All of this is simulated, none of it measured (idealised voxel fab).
process module | voxel wiring stack
cross-section cut | 260 nm wide | cells 5 nm
A cross-section is a grid of square cells, given in bands from the top down. A band is one or more rows of cells.
Each band's line starts with the height of the band's top and of its bottom, in nm. Then come its materials from left to right, each with its width in nm. One material with "throughout" fills the band from edge to edge. "air" is empty space.
Height 0 is the level under which the wafer as received is all one material. The lowest band goes on downwards, as in "0 down".
A width such as "30 to 40" changes by the same amount from each row of cells to the next, from the band's top row to its bottom row.
"no change" after a step means that no cell of the cross-section changed.
closed voids: empty space of 8 cells or more with no open way to the top, each as width x height at its distance from the left edge, in nm
after a step's settings: what the simulator itself notes on the step
overlay nm, on a step with a mask: how far to the right of its planned place the mask lay; to the left if negative
plan
1 op RECEIVE | material Si
2 op CONFORMAL_DEP | material SiO2 | thk nm 10
3 op CONFORMAL_DEP | material SiCN | thk nm 5
4 op DIRECTIONAL_DEP | material lowk | thk nm 20
5 op PATTERN | tone open | mask id METAL_1 | material resist | width nm 30 | pitch nm 55 | thk nm 15 | overlay nm 0
6 op DIRECTIONAL_ETCH | etch materials lowk | depth nm 20
7 op DIRECTIONAL_ETCH | etch materials SiCN | depth nm 5
8 op STRIP | etch materials resist
9 op CONFORMAL_DEP | material TiN | thk nm 5
10 op FILL_DEP | material W | thk nm 5
11 op CMP | height nm 35
12 op CONFORMAL_DEP | material SiCN | thk nm 5
13 op DIRECTIONAL_DEP | material SiO2 | thk nm 30
14 op PATTERN | tone open | mask id METAL_2 | material resist | width nm 30 | pitch nm 55 | thk nm 15 | overlay nm 0
15 op DIRECTIONAL_ETCH | etch materials SiO2 | depth nm 15
16 op STRIP | etch materials resist
17 op DIRECTIONAL_DEP | material aC | thk nm 15
18 op PATTERN | tone open | mask id METAL_2_HOLES | material resist | width nm 15 | pitch nm 110 | thk nm 30 | overlay nm 0
19 op DIRECTIONAL_ETCH | etch materials aC | depth nm 15
20 op STRIP | etch materials resist
21 op DIRECTIONAL_ETCH | etch materials SiO2 | depth nm 15
22 op DIRECTIONAL_ETCH | etch materials SiCN | depth nm 5
23 op STRIP | etch materials aC
24 op CONFORMAL_DEP | material TiN | thk nm 5
25 op FILL_DEP | material Ru | thk nm 5
26 op CMP | height nm 70
27 op CONFORMAL_DEP | material SiCN | thk nm 5
as received, after step 1
  0 down: Si throughout
  closed voids: none
first wafer at the end, as planned
  75 to 70: SiCN throughout
  70 to 60: SiO2 60 | TiN 5 | Ru 20 | TiN 5 | SiO2 25 | TiN 5 | Ru 20 | TiN 5 | SiO2 25 | TiN 5 | Ru 20 | TiN 5 | SiO2 60
  60 to 55: SiO2 60 | TiN 5 | Ru 5 | TiN 20 | SiO2 25 | TiN 30 | SiO2 25 | TiN 5 | Ru 5 | TiN 20 | SiO2 60
  55 to 40: SiO2 60 | TiN 5 | Ru 5 | TiN 5 | SiO2 95 | TiN 5 | Ru 5 | TiN 5 | SiO2 75
  40 to 35: SiCN 60 | TiN 15 | SiCN 95 | TiN 15 | SiCN 75
  35 to 15: lowk 60 | TiN 5 | W 20 | TiN 5 | lowk 25 | TiN 5 | W 20 | TiN 5 | lowk 25 | TiN 5 | W 20 | TiN 5 | lowk 60
  15 to 10: SiCN 60 | TiN 30 | SiCN 25 | TiN 30 | SiCN 25 | TiN 30 | SiCN 60
  10 to 0: SiO2 throughout
  0 down: Si throughout
  closed voids: none
second wafer at the end: like start, like plan, one mistake
  75 to 70: SiCN throughout
  70 to 60: SiO2 60 | TiN 5 | Ru 20 | TiN 5 | SiO2 25 | TiN 5 | Ru 20 | TiN 5 | SiO2 25 | TiN 5 | Ru 20 | TiN 5 | SiO2 60
  60 to 55: SiO2 60 | TiN 5 | Ru 5 | TiN 20 | SiO2 25 | TiN 30 | SiO2 25 | TiN 5 | Ru 5 | TiN 20 | SiO2 60
  55 to 40: SiO2 60 | TiN 5 | Ru 5 | TiN 5 | SiO2 95 | TiN 5 | Ru 5 | TiN 5 | SiO2 75
  40 to 35: SiCN 60 | TiN 15 | SiCN 95 | TiN 15 | SiCN 75
  35 to 20: lowk 60 | TiN 5 | W 20 | TiN 5 | lowk 25 | TiN 5 | W 20 | TiN 5 | lowk 25 | TiN 5 | W 20 | TiN 5 | lowk 60
  20 to 15: lowk 60 | TiN 30 | lowk 25 | TiN 30 | lowk 25 | TiN 30 | lowk 60
  15 to 10: Ru throughout
  10 to 0: SiO2 throughout
  0 down: Si throughout
  closed voids: none
what went wrong: step 3 ran as: op CONFORMAL_DEP | material Ru | thk nm 5
at the end the second wafer has, in cells: 52 more of Ru | 34 fewer of SiCN | 6 fewer of TiN | 12 fewer of W
